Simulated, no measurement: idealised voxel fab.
The following process module bears the name voxel fin reveal.
FYI the section here is cut, 245 nm wide, cells are 5 nm squares.
In what follows, cross-sections appear as grids of square cells, described through bands that run from the top down, where every band is one or more rows of cells.
In this notation a band is specified by the heights of its top and bottom, in that order and in nm, after which its materials appear from left to right, each paired with its width in nm. The word "everywhere" attached to a single material means that material fills the band from edge to edge; the word "empty" stands for empty space.
Heads up on the height convention: 0 is the point under which the incoming wafer is all one material, and the lowest band has no bottom, it just keeps going down, like "0 down".
Think of "30->40" as a width that walks from the first number to the second as you go down the band, top row to bottom row, taking equal-sized steps from row to row.
"remains unaltered" -> step changed no cross-section cell.
"Enclosed void list" specifies each empty space that is not open to the top and that occupies no fewer than 8 cells, using the form width x height at distance, the distance measured from the left edge and all three quantities in nm.
Anything after a step's settings on that line? It's the simulator's own note about the step.
When a step includes a mask, the "overlay nm" setting on its line states how far to the right of its planned place that mask lay, and negative values state how far to the left.

The process steps that were planned are listed below:
- 1: RECEIVE [material Si]
- 2: CONFORMAL_DEP [material SiN] [thk nm 10]
- 3: MASKED_ETCH [tone cover] [mask id FINS] [width nm 15] [pitch nm 40] [etch materials SiN] [depth nm 10] [overlay nm 0]
- 4: MASKED_ETCH [tone cover] [mask id FINS] [width nm 15] [pitch nm 40] [etch materials Si] [depth nm 35] [overlay nm -15]
- 5: OXIDIZE [depth nm 5]
- 6: FILL_DEP [material SiO2] [thk nm 15]
- 7: CMP [height nm 10]
- 8: SELECTIVE_ETCH [etch materials SiO2] [depth nm 30]
- 9: STRIP [etch materials SiN]
The overlay nm used in step 4 is not the same on every wafer, whereas the starting condition is; the value printed in the plan is the first wafer's.

Incoming state of the first of several wafers in cross-section: after step 1:
> 0 down | Si everywhere
> Enclosed void list: none

The cross-section of the first of several wafers is given below for the end of the module, after its final step, step 9:
> 0 to -5 | 100 empty  5 Si  35 empty  5 Si  100 empty
> -5 to -20 | 85 empty  20 Si  20 empty  20 Si  100 empty
> -20 to -40 | 85 SiO2  20 Si  20 SiO2  20 Si  100 SiO2
> -40 down | Si everywhere
> Enclosed void list: none

Showing the last wafer in cross-section at the end of the module:
> 0 to -5 | 100 empty  5 Si  35 empty  5 Si  100 empty
> -5 to -20 | 100 empty  20 Si  20 empty  20 Si  85 empty
> -20 to -40 | 100 SiO2  20 Si  20 SiO2  20 Si  85 SiO2
> -40 down | Si everywhere
> Enclosed void list: none

Per-wafer rows below. For each material: cells gained (+) or lost (-) since the wafer was received, as of end of module. Then: closed voids:
overlay nm -15, -334 Si, +164 SiO2, Enclosed void list: none
overlay nm -10, -348 Si, +172 SiO2, Enclosed void list: none
overlay nm -5, -362 Si, +180 SiO2, Enclosed void list: none
overlay nm 0, -376 Si, +188 SiO2, Enclosed void list: none
overlay nm 5, -362 Si, +180 SiO2, Enclosed void list: none
overlay nm 10, -348 Si, +172 SiO2, Enclosed void list: none
overlay nm 15, -334 Si, +164 SiO2, Enclosed void list: none
